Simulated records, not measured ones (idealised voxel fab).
This section sets out a process module, namely voxel spacer lines.
Shown is cross-section cut, with a width of 200 nm and square cells of size 5 nm.
A cross-section is written here as square cells arranged in a grid, and it is given in bands from the top down, each band taking up one or more rows of cells. Basically the band line says how high the top is and how high the bottom is, in nm, and then what's in it from left to right, every material with its width in nm. Empty space shows up as "empty", and if a single material carries "all across" it runs the full band edge to edge. Height is counted from the level 0, under which the received wafer is composed throughout of one material. The lowest of the bands is not closed at the bottom but continues downward, in the notation "0..down". The expression "30 to 40" gives the width at the extremes of the band, the first number at its top row of cells and the second at its bottom row, with the width changing by equal amounts from each row to the next in between. "no alteration" for a step: no cell of the cross-section changed in that step. The label "Closed void roster" introduces a list of the empty spaces, 8 cells or larger, that have no open way up to the top; each entry in it reads width x height at distance, where the distance is taken from the left edge and all three are stated in nm. Past the settings on a step's line: simulator remark, on that step. When a step includes a mask, the "overlay nm" setting on its line states how far to the right of its planned place that mask lay, and negative values state how far to the left.

Steps planned for the process
1,RECEIVE (material Si)
2,CONFORMAL_DEP (material Al2O3; thk nm 10)
3,DIRECTIONAL_DEP (material W; thk nm 20)
4,DIRECTIONAL_DEP (material aC; thk nm 20)
5,PATTERN (tone cover; mask id MANDREL; material resist; width nm 20; pitch nm 60; thk nm 25; overlay nm 0)
6,DIRECTIONAL_ETCH (etch materials aC; depth nm 20)
7,STRIP (etch materials resist)
8,CONFORMAL_DEP (material SiN; thk nm 10)
9,DIRECTIONAL_ETCH (etch materials SiN; depth nm 10)
10,STRIP (etch materials aC)
11,DIRECTIONAL_ETCH (etch materials W; depth nm 20)
12,STRIP (etch materials SiN)

Cross-section of the wafer as it came to us, i.e., already through step 1
0..down  Si all across
Closed void roster: none

Cross-section: first of two wafers, module finished, run according to plan
30..10  empty=20 / W=10 / empty=20 / W=10 / empty=20 / W=10 / empty=20 / W=10 / empty=20 / W=10 / empty=20 / W=10 / empty=20
10..0  Al2O3 all across
0..down  Si all across
Closed void roster: none

Second wafer through the module, sectioned at the end: same beginning and same plan as the first wafer, with one mistake in carrying it out
30..10  empty=30 / W=20 / empty=40 / W=20 / empty=40 / W=20 / empty=30
10..0  Al2O3 all across
0..down  Si all across
Closed void roster: none
Processing error: step 5 ran with different settings than intended, the actual operation and settings being PATTERN (tone open; mask id MANDREL; material resist; width nm 20; pitch nm 60; thk nm 25; overlay nm 0)
When the process is done, the second wafer contains the same cell count of every material as the first wafer, but distributed over other locations.
